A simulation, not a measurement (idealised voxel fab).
You're looking at the process module voxel released beams.
cross-section cut | 245 nm wide | cells 5 nm
A cross-section in this document is a grid of square cells, and it is written down as bands, the top band listed before the ones below it; a band is made up of one or more rows of cells. For a band, the entry starts with two heights in nm, that of the top and then that of the bottom, and carries on with the band's materials in order from left to right, each alongside its width in nm; the word "full width" beside a single material means it fills the band edge to edge, and "empty" means empty space. We count height from 0. Below that, the starting wafer is all one material. The lowest band never ends at the bottom but goes on down; see "0 and below" for how that is written. Top row gets the first number, bottom row gets the second, and each row in between changes by the same step: that is how a band width like "30->40" works. For the purposes of this document, the phrase "no modifications" attached to a step denotes that no cell within the cross-section was modified by that step. "Tabulated closed voids" contains a list of empty spaces, each no smaller than 8 cells and without an open way to the top, written in the form width x height at distance with the distance from the left edge and all three in nm. It should be noted that, on the line of a given step, the content following the step's settings is a remark produced by the simulator itself with respect to that step. overlay nm: for a step with a mask, the amount by which the mask lay right of where it was planned; a negative amount means left of it.

Steps in the process plan
step 1: RECEIVE: material Si
step 2: CONFORMAL_DEP: material Al2O3, thk nm 5
step 3: DIRECTIONAL_DEP: material SiO2, thk nm 15
step 4: MASKED_ETCH: tone open, mask id ANCHOR, width nm 25, etch materials SiO2, depth nm 15, overlay nm 0
step 5: CONFORMAL_DEP: material polySi, thk nm 10
step 6: MASKED_ETCH: tone cover, mask id BEAM, width nm 70, etch materials polySi, depth nm 10, overlay nm 0
step 7: STRIP: etch materials SiO2

So this is the incoming wafer in cross-section - it's already been through step 1
    0 and below | Si full width
    Tabulated closed voids: none

As-planned run: cross-section of the first of two wafers at end of module
    30 down to 20 | empty: 85; polySi: 15; empty: 5; polySi: 50; empty: 90
    20 down to 15 | empty: 90; polySi: 10; empty: 5; polySi: 10; empty: 130
    15 down to 5 | empty: 90; polySi: 25; empty: 130
    5 down to 0 | Al2O3 full width
    0 and below | Si full width
    Tabulated closed voids: none

This cross-section belongs to the second wafer of two at the end of the module; the start and the plan were shared with the first, and the run included one mistake
    30 down to 20 | empty: 85; polySi: 15; empty: 5; polySi: 55; empty: 85
    20 down to 15 | empty: 90; polySi: 10; empty: 5; polySi: 10; empty: 130
    15 down to 5 | empty: 90; polySi: 25; empty: 130
    5 down to 0 | Al2O3 full width
    0 and below | Si full width
    Tabulated closed voids: none
Nonconformance to the process plan: step 6 ran as: MASKED_ETCH: tone cover, mask id BEAM, width nm 75, etch materials polySi, depth nm 10, overlay nm 0
Materials where the second wafer ends with more or fewer cells than the first: 2 more of polySi
